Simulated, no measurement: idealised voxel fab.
process module | voxel wiring stack
cross-section cut | 300 nm wide | cells 5 nm
A cross-section is a grid of square cells, given in bands from the top down. A band is one or more rows of cells.
Each band's line starts with the height of the band's top and of its bottom, in nm. Then come its materials from left to right, each with its width in nm. One material with "throughout" fills the band from edge to edge. "air" is empty space.
Height 0 is the level under which the wafer as received is all one material. The lowest band goes on downwards, as in "0 down".
A width such as "30 to 40" changes by the same amount from each row of cells to the next, from the band's top row to its bottom row.
"no change" after a step means that no cell of the cross-section changed.
closed voids: empty space of 8 cells or more with no open way to the top, each as width x height at its distance from the left edge, in nm
after a step's settings: what the simulator itself notes on the step
overlay nm, on a step with a mask: how far to the right of its planned place the mask lay; to the left if negative
plan
1 op RECEIVE | material Si
2 op CONFORMAL_DEP | material SiO2 | thk nm 10
3 op DIRECTIONAL_DEP | material TiN | thk nm 5
4 op DIRECTIONAL_DEP | material W | thk nm 20
5 op PATTERN | tone cover | mask id METAL_1 | material resist | width nm 30 | pitch nm 60 | thk nm 20 | overlay nm 0
6 op DIRECTIONAL_ETCH | etch materials W | depth nm 20
7 op DIRECTIONAL_ETCH | etch materials TiN | depth nm 5
8 op STRIP | etch materials resist
9 op CONFORMAL_DEP | material SiN | thk nm 5
10 op FILL_DEP | material SiO2 | thk nm 5
11 op CMP | height nm 35
12 op CONFORMAL_DEP | material SiCN | thk nm 5
13 op DIRECTIONAL_DEP | material SiO2 | thk nm 30
14 op MASKED_ETCH | tone open | mask id METAL_2_HOLES | width nm 15 | pitch nm 60 | etch materials SiO2 | depth nm 30 | overlay nm 0
15 op PATTERN | tone open | mask id METAL_2 | material resist | width nm 30 | pitch nm 60 | thk nm 15 | overlay nm 0
16 op DIRECTIONAL_ETCH | etch materials SiO2 | depth nm 15
17 op DIRECTIONAL_ETCH | etch materials SiCN | depth nm 5
18 op STRIP | etch materials resist
19 op CONFORMAL_DEP | material TiN | thk nm 5
20 op FILL_DEP | material Cu | thk nm 10
21 op CMP | height nm 70
22 op CONFORMAL_DEP | material SiCN | thk nm 5
first wafer, as planned
as received, after step 1
  0 down: Si throughout
  closed voids: none
after step 2
  10 to 0: SiO2 throughout
  below 0: unchanged
after step 3
  15 to 10: TiN throughout
  below 10: unchanged
after step 4
  35 to 15: W throughout
  below 15: unchanged
after step 5
  55 to 35: air 75 | resist 30 | air 30 | resist 30 | air 30 | resist 30 | air 75
  below 35: unchanged
after step 6
  55 to 35: air 75 | resist 30 | air 30 | resist 30 | air 30 | resist 30 | air 75
  35 to 15: air 75 | W 30 | air 30 | W 30 | air 30 | W 30 | air 75
  below 15: unchanged
after step 7
  55 to 35: air 75 | resist 30 | air 30 | resist 30 | air 30 | resist 30 | air 75
  35 to 15: air 75 | W 30 | air 30 | W 30 | air 30 | W 30 | air 75
  15 to 10: air 75 | TiN 30 | air 30 | TiN 30 | air 30 | TiN 30 | air 75
  below 10: unchanged
after step 8
  35 to 15: air 75 | W 30 | air 30 | W 30 | air 30 | W 30 | air 75
  below 15: unchanged
after step 9
  40 to 35: air 70 | SiN 40 | air 20 | SiN 40 | air 20 | SiN 40 | air 70
  35 to 15: air 70 | SiN 5 | W 30 | SiN 5 | air 20 | SiN 5 | W 30 | SiN 5 | air 20 | SiN 5 | W 30 | SiN 5 | air 70
  15 to 10: SiN 75 | TiN 30 | SiN 30 | TiN 30 | SiN 30 | TiN 30 | SiN 75
  below 10: unchanged
after step 10
  45 to 40: SiO2 throughout
  40 to 35: SiO2 70 | SiN 40 | SiO2 20 | SiN 40 | SiO2 20 | SiN 40 | SiO2 70
  35 to 15: SiO2 70 | SiN 5 | W 30 | SiN 5 | SiO2 20 | SiN 5 | W 30 | SiN 5 | SiO2 20 | SiN 5 | W 30 | SiN 5 | SiO2 70
  below 15: unchanged
after step 11
  35 to 15: SiO2 70 | SiN 5 | W 30 | SiN 5 | SiO2 20 | SiN 5 | W 30 | SiN 5 | SiO2 20 | SiN 5 | W 30 | SiN 5 | SiO2 70
  below 15: unchanged
after step 12
  40 to 35: SiCN throughout
  below 35: unchanged
after step 13
  70 to 40: SiO2 throughout
  below 40: unchanged
after step 14
  70 to 40: SiO2 75 | air 15 | SiO2 45 | air 15 | SiO2 45 | air 15 | SiO2 90
  below 40: unchanged
after step 15
  85 to 70: resist 75 | air 30 | resist 30 | air 30 | resist 30 | air 30 | resist 75
  below 70: unchanged
after step 16
  85 to 70: resist 75 | air 30 | resist 30 | air 30 | resist 30 | air 30 | resist 75
  70 to 55: SiO2 75 | air 30 | SiO2 30 | air 30 | SiO2 30 | air 30 | SiO2 75
  below 55: unchanged
after step 17
  85 to 70: resist 75 | air 30 | resist 30 | air 30 | resist 30 | air 30 | resist 75
  70 to 55: SiO2 75 | air 30 | SiO2 30 | air 30 | SiO2 30 | air 30 | SiO2 75
  55 to 40: SiO2 75 | air 15 | SiO2 45 | air 15 | SiO2 45 | air 15 | SiO2 90
  40 to 35: SiCN 75 | air 15 | SiCN 45 | air 15 | SiCN 45 | air 15 | SiCN 90
  below 35: unchanged
after step 18
  70 to 55: SiO2 75 | air 30 | SiO2 30 | air 30 | SiO2 30 | air 30 | SiO2 75
  below 55: unchanged
after step 19
  75 to 70: TiN 80 | air 20 | TiN 40 | air 20 | TiN 40 | air 20 | TiN 80
  70 to 60: SiO2 75 | TiN 5 | air 20 | TiN 5 | SiO2 30 | TiN 5 | air 20 | TiN 5 | SiO2 30 | TiN 5 | air 20 | TiN 5 | SiO2 75
  60 to 55: SiO2 75 | TiN 5 | air 5 | TiN 20 | SiO2 30 | TiN 5 | air 5 | TiN 20 | SiO2 30 | TiN 5 | air 5 | TiN 20 | SiO2 75
  55 to 40: SiO2 75 | TiN 5 | air 5 | TiN 5 | SiO2 45 | TiN 5 | air 5 | TiN 5 | SiO2 45 | TiN 5 | air 5 | TiN 5 | SiO2 90
  40 to 35: SiCN 75 | TiN 15 | SiCN 45 | TiN 15 | SiCN 45 | TiN 15 | SiCN 90
  below 35: unchanged
after step 20
  85 to 75: Cu throughout
  75 to 70: TiN 80 | Cu 20 | TiN 40 | Cu 20 | TiN 40 | Cu 20 | TiN 80
  70 to 60: SiO2 75 | TiN 5 | Cu 20 | TiN 5 | SiO2 30 | TiN 5 | Cu 20 | TiN 5 | SiO2 30 | TiN 5 | Cu 20 | TiN 5 | SiO2 75
  60 to 55: SiO2 75 | TiN 5 | Cu 5 | TiN 20 | SiO2 30 | TiN 5 | Cu 5 | TiN 20 | SiO2 30 | TiN 5 | Cu 5 | TiN 20 | SiO2 75
  55 to 40: SiO2 75 | TiN 5 | Cu 5 | TiN 5 | SiO2 45 | TiN 5 | Cu 5 | TiN 5 | SiO2 45 | TiN 5 | Cu 5 | TiN 5 | SiO2 90
  below 40: unchanged
after step 21
  70 to 60: SiO2 75 | TiN 5 | Cu 20 | TiN 5 | SiO2 30 | TiN 5 | Cu 20 | TiN 5 | SiO2 30 | TiN 5 | Cu 20 | TiN 5 | SiO2 75
  below 60: unchanged
after step 22
  75 to 70: SiCN throughout
  below 70: unchanged
second wafer: like start, like plan, one mistake. Through step 20 it matches the first wafer
when step 21 should have ended
  80 to 75: Cu throughout
  below 75: unchanged
when step 22 should have ended
  85 to 80: SiCN throughout
  below 80: unchanged
what went wrong: step 21 ran as: op CMP | height nm 80
at the end the second wafer has, in cells: 72 more of Cu | 48 more of TiN
